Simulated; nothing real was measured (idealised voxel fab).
process module | voxel capacitor over wiring
cross-section cut | 190 nm wide | cells 5 nm
A cross-section is a grid of square cells, given in bands from the top down. A band is one or more rows of cells.
Each band's line starts with the height of the band's top and of its bottom, in nm. Then come its materials from left to right, each with its width in nm. One material with "throughout" fills the band from edge to edge. "air" is empty space.
Height 0 is the level under which the wafer as received is all one material. The lowest band goes on downwards, as in "0 down".
A width such as "30 to 40" changes by the same amount from each row of cells to the next, from the band's top row to its bottom row.
"no change" after a step means that no cell of the cross-section changed.
closed voids: empty space of 8 cells or more with no open way to the top, each as width x height at its distance from the left edge, in nm
after a step's settings: what the simulator itself notes on the step
overlay nm, on a step with a mask: how far to the right of its planned place the mask lay; to the left if negative
plan
1 op RECEIVE | material Si
2 op CONFORMAL_DEP | material SiO2 | thk nm 10
3 op CONFORMAL_DEP | material SiCN | thk nm 5
4 op DIRECTIONAL_DEP | material SiO2 | thk nm 20
5 op MASKED_ETCH | tone open | mask id METAL_1 | width nm 25 | pitch nm 75 | etch materials SiO2 | depth nm 20 | overlay nm 0
6 op MASKED_ETCH | tone open | mask id METAL_1 | width nm 25 | pitch nm 75 | etch materials SiCN | depth nm 5 | overlay nm 0
7 op CONFORMAL_DEP | material TiN | thk nm 5
8 op FILL_DEP | material Ru | thk nm 10
9 op CMP | height nm 35
10 op CONFORMAL_DEP | material SiCN | thk nm 5
11 op DIRECTIONAL_DEP | material SiO2 | thk nm 20
12 op PATTERN | tone open | mask id PLUG_1 | material resist | width nm 15 | thk nm 15 | overlay nm 0
13 op DIRECTIONAL_ETCH | etch materials SiO2 | depth nm 20
14 op DIRECTIONAL_ETCH | etch materials SiCN | depth nm 5
15 op STRIP | etch materials resist
16 op EPI | material Ru | thk nm 10
17 op EPI | material Ru | thk nm 10
18 op EPI | material Ru | thk nm 5
19 op DIRECTIONAL_DEP | material TiN | thk nm 5
20 op DIRECTIONAL_DEP | material SiN | thk nm 5
21 op DIRECTIONAL_DEP | material TiN | thk nm 10
22 op DIRECTIONAL_DEP | material aC | thk nm 10
23 op PATTERN | tone cover | mask id UPPER_PLATE | material resist | width nm 55 | thk nm 30 | overlay nm 0
24 op DIRECTIONAL_ETCH | etch materials aC | depth nm 10
25 op STRIP | etch materials resist
26 op DIRECTIONAL_ETCH | etch materials TiN | depth nm 10
27 op DIRECTIONAL_ETCH | etch materials SiN | depth nm 5
28 op STRIP | etch materials aC
29 op DIRECTIONAL_DEP | material aC | thk nm 10
30 op PATTERN | tone cover | mask id LOWER_PLATE | material resist | width nm 65 | thk nm 30 | overlay nm 0
31 op DIRECTIONAL_ETCH | etch materials aC | depth nm 10
32 op STRIP | etch materials resist
33 op DIRECTIONAL_ETCH | etch materials TiN | depth nm 5
34 op STRIP | etch materials aC
35 op FILL_DEP | material SiO2 | thk nm 20
36 op CMP | height nm 95
37 op MASKED_ETCH | tone open | mask id PLUG_2 | width nm 15 | etch materials SiO2 | depth nm 15 | overlay nm 0
38 op CONFORMAL_DEP | material TiN | thk nm 5
39 op FILL_DEP | material Ru | thk nm 5
40 op CMP | height nm 95
41 op CONFORMAL_DEP | material SiN | thk nm 5
as received, after step 1
  0 down: Si throughout
  closed voids: none
first wafer at the end, as planned
  100 to 95: SiN throughout
  95 to 85: SiO2 65 | TiN 5 | Ru 5 | TiN 5 | SiO2 110
  85 to 80: SiO2 65 | TiN 15 | SiO2 110
  80 to 70: SiO2 55 | TiN 55 | SiO2 80
  70 to 65: SiO2 55 | SiN 55 | SiO2 80
  65 to 60: SiO2 50 | TiN 65 | SiO2 75
  60 to 40: SiO2 55 | Ru 15 | SiO2 120
  40 to 35: SiCN 55 | Ru 15 | SiCN 120
  35 to 15: SiO2 45 | TiN 5 | Ru 15 | TiN 5 | SiO2 50 | TiN 5 | Ru 15 | TiN 5 | SiO2 45
  15 to 10: SiCN 45 | TiN 25 | SiCN 50 | TiN 25 | SiCN 45
  10 to 0: SiO2 throughout
  0 down: Si throughout
  closed voids: none
second wafer at the end: like start, like plan, one mistake
  100 to 95: SiN throughout
  95 to 85: SiO2 65 | TiN 5 | Ru 5 | TiN 5 | SiO2 110
  85 to 80: SiO2 65 | TiN 15 | SiO2 110
  80 to 70: SiO2 55 | TiN 55 | SiO2 80
  70 to 65: SiO2 55 | SiN 55 | SiO2 80
  65 to 60: SiO2 50 | TiN 65 | SiO2 75
  60 to 40: SiO2 55 | Ru 15 | SiO2 120
  40 to 35: SiCN 55 | Ru 15 | SiCN 120
  35 to 20: SiO2 55 | TiN 5 | Ru 15 | TiN 5 | SiO2 50 | TiN 5 | Ru 15 | TiN 5 | SiO2 35
  20 to 15: SiO2 55 | TiN 5 | Ru 5 | TiN 15 | SiO2 50 | TiN 5 | Ru 5 | TiN 15 | SiO2 35
  15 to 10: SiCN 55 | TiN 15 | SiCN 60 | TiN 15 | SiCN 45
  10 to 0: SiO2 throughout
  0 down: Si throughout
  closed voids: none
what went wrong: step 5 ran as: op MASKED_ETCH | tone open | mask id METAL_1 | width nm 25 | pitch nm 75 | etch materials SiO2 | depth nm 20 | overlay nm 10
at the end the second wafer has, in cells: 4 fewer of Ru | 4 more of SiCN
